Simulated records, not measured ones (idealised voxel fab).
Process module, titled voxel wiring stack
Pictured: cross-section cut, 250 nm wide, on a grid of 5 nm square cells.
How to read a cross-section here: the picture is a grid of square cells, written as bands going from the top down, and any band can span one or more rows of cells. Top, bottom (nm), then materials left to right with widths (nm); lone material tagged "throughout" fills the whole band edge to edge; "empty" = empty space. Ref level 0: as-received wafer is one material below here. Bottom band extends down with no lower bound ("from 0 down"). When a width is written as two numbers, as in "30 to 40", the first number is the width in the top row of cells of the band and the second is the width in its bottom row, and the width changes by the same amount from each row to the next. What does "remained unchanged" mean for a step? It means no cell of the cross-section changed in that step. Reported under the label "Enclosed cavities" are the empty spaces having no open way to the top and comprising 8 cells or more; the notation for each is width x height at distance, in which the distance is measured from the left edge and all three values are in nm. Note: text after step settings on the step line = simulator remark on that step. On any step carrying a mask, the "overlay nm" setting, if present on the step's line, tells how far right of its planned place the mask lay; negative values point to the left.
Process steps (planned)
1. RECEIVE | material Si
2. CONFORMAL_DEP | material SiO2 | thk nm 10
3. CONFORMAL_DEP | material SiCN | thk nm 5
4. DIRECTIONAL_DEP | material SiO2 | thk nm 15
5. DIRECTIONAL_DEP | material aC | thk nm 10
6. PATTERN | tone open | mask id METAL_1 | material resist | width nm 20 | pitch nm 35 | thk nm 25 | overlay nm 0
7. DIRECTIONAL_ETCH | etch materials aC | depth nm 10
8. STRIP | etch materials resist
9. DIRECTIONAL_ETCH | etch materials SiO2 | depth nm 15
10. DIRECTIONAL_ETCH | etch materials SiCN | depth nm 5
11. STRIP | etch materials aC
12. CONFORMAL_DEP | material TiN | thk nm 5
13. FILL_DEP | material Cu | thk nm 10
14. CMP | height nm 30
15. EPI | material Ru | thk nm 5
16. FILL_DEP | material SiCN | thk nm 5
17. DIRECTIONAL_DEP | material SiO2 | thk nm 15
18. DIRECTIONAL_DEP | material aC | thk nm 10
19. PATTERN | tone open | mask id PLUG_1 | material resist | width nm 15 | pitch nm 70 | thk nm 25 | overlay nm 0
20. DIRECTIONAL_ETCH | etch materials aC | depth nm 10
21. STRIP | etch materials resist
22. DIRECTIONAL_ETCH | etch materials SiO2 | depth nm 15
23. DIRECTIONAL_ETCH | etch materials SiCN | depth nm 5
24. STRIP | etch materials aC
25. CONFORMAL_DEP | material TiN | thk nm 5
26. FILL_DEP | material W | thk nm 5
27. CMP | height nm 55
28. DIRECTIONAL_DEP | material TiN | thk nm 5
29. DIRECTIONAL_DEP | material W | thk nm 25
30. MASKED_ETCH | tone cover | mask id METAL_2 | width nm 20 | pitch nm 35 | etch materials W | depth nm 25 | overlay nm 0
31. MASKED_ETCH | tone cover | mask id METAL_2 | width nm 20 | pitch nm 35 | etch materials TiN | depth nm 5 | overlay nm 0
32. CONFORMAL_DEP | material SiN | thk nm 5
33. FILL_DEP | material SiO2 | thk nm 5
34. CMP | height nm 85
35. CONFORMAL_DEP | material SiCN | thk nm 5
36. DIRECTIONAL_DEP | material lowk | thk nm 25
37. DIRECTIONAL_DEP | material aC | thk nm 10
38. PATTERN | tone open | mask id METAL_3 | material resist | width nm 20 | pitch nm 35 | thk nm 25 | overlay nm 0
39. DIRECTIONAL_ETCH | etch materials aC | depth nm 10
40. STRIP | etch materials resist
41. DIRECTIONAL_ETCH | etch materials lowk | depth nm 15
42. STRIP | etch materials aC
43. PATTERN | tone open | mask id METAL_3_HOLES | material resist | width nm 15 | pitch nm 35 | thk nm 20 | overlay nm 0
44. DIRECTIONAL_ETCH | etch materials lowk | depth nm 10
45. DIRECTIONAL_ETCH | etch materials SiCN | depth nm 5
46. STRIP | etch materials resist
47. CONFORMAL_DEP | material TiN | thk nm 5
48. FILL_DEP | material Cu | thk nm 10
49. CMP | height nm 115
50. CONFORMAL_DEP | material SiN | thk nm 5
Variable across wafers: step 19 width nm (plan value is that of the first wafer; starting state common to all).
The first of several wafers in cross-section, exactly as it reached us after step 1
  from 0 down = Si throughout
  Enclosed cavities: none
Every row in this table is a wafer at the end of the module, and it gives, for each of the materials, the cells that wafer has gained (+) or lost (-) since it was received, then its closed voids
width nm 15 | +39 Cu | +18 Ru | +155 SiCN | +118 SiN | +506 SiO2 | +102 TiN | +66 W | +196 lowk | Enclosed cavities: none
width nm 20 | +39 Cu | +18 Ru | +153 SiCN | +118 SiN | +500 SiO2 | +104 TiN | +72 W | +196 lowk | Enclosed cavities: none
width nm 25 | +39 Cu | +18 Ru | +151 SiCN | +118 SiN | +494 SiO2 | +106 TiN | +78 W | +196 lowk | Enclosed cavities: none
width nm 30 | +39 Cu | +18 Ru | +149 SiCN | +118 SiN | +488 SiO2 | +108 TiN | +84 W | +196 lowk | Enclosed cavities: none
